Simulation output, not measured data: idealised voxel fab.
process module | voxel ribs on slabs
cross-section cut | 285 nm wide | cells 5 nm
A cross-section is a grid of square cells, given in bands from the top down. A band is one or more rows of cells.
Each band's line starts with the height of the band's top and of its bottom, in nm. Then come its materials from left to right, each with its width in nm. One material with "throughout" fills the band from edge to edge. "air" is empty space.
Height 0 is the level under which the wafer as received is all one material. The lowest band goes on downwards, as in "0 down".
A width such as "30 to 40" changes by the same amount from each row of cells to the next, from the band's top row to its bottom row.
"no change" after a step means that no cell of the cross-section changed.
closed voids: empty space of 8 cells or more with no open way to the top, each as width x height at its distance from the left edge, in nm
after a step's settings: what the simulator itself notes on the step
overlay nm, on a step with a mask: how far to the right of its planned place the mask lay; to the left if negative
plan
1 op RECEIVE | material Si
2 op DIRECTIONAL_DEP | material SiO2 | thk nm 20
3 op DIRECTIONAL_DEP | material polySi | thk nm 25
4 op PATTERN | tone cover | mask id RIB | material resist | width nm 30 | thk nm 15 | overlay nm 0
5 op DIRECTIONAL_ETCH | etch materials polySi | depth nm 10
6 op STRIP | etch materials resist
7 op DIRECTIONAL_DEP | material aC | thk nm 10
8 op PATTERN | tone cover | mask id SLAB | material resist | width nm 90 | thk nm 30 | overlay nm 0
9 op DIRECTIONAL_ETCH | etch materials aC | depth nm 10
10 op STRIP | etch materials resist
11 op DIRECTIONAL_ETCH | etch materials polySi | depth nm 15
12 op STRIP | etch materials aC
13 op FILL_DEP | material SiO2 | thk nm 20
14 op CMP | height nm 60
15 op DIRECTIONAL_DEP | material W | thk nm 5
16 op MASKED_ETCH | tone cover | mask id HEATER | width nm 40 | etch materials W | depth nm 5 | overlay nm 0
17 op CONFORMAL_DEP | material SiO2 | thk nm 10
as received, after step 1
  0 down: Si throughout
  closed voids: none
a wafer at the end: this start, this plan, one mistake
  75 to 70: SiO2 130 | air 20 | SiO2 135
  70 to 65: SiO2 throughout
  65 to 60: W 120 | SiO2 40 | W 125
  60 to 45: SiO2 throughout
  45 to 35: SiO2 125 | polySi 30 | SiO2 130
  35 to 20: SiO2 95 | polySi 90 | SiO2 100
  20 to 0: SiO2 throughout
  0 down: Si throughout
  closed voids: none
what went wrong: step 16 ran as: op MASKED_ETCH | tone open | mask id HEATER | width nm 40 | etch materials W | depth nm 5 | overlay nm 0
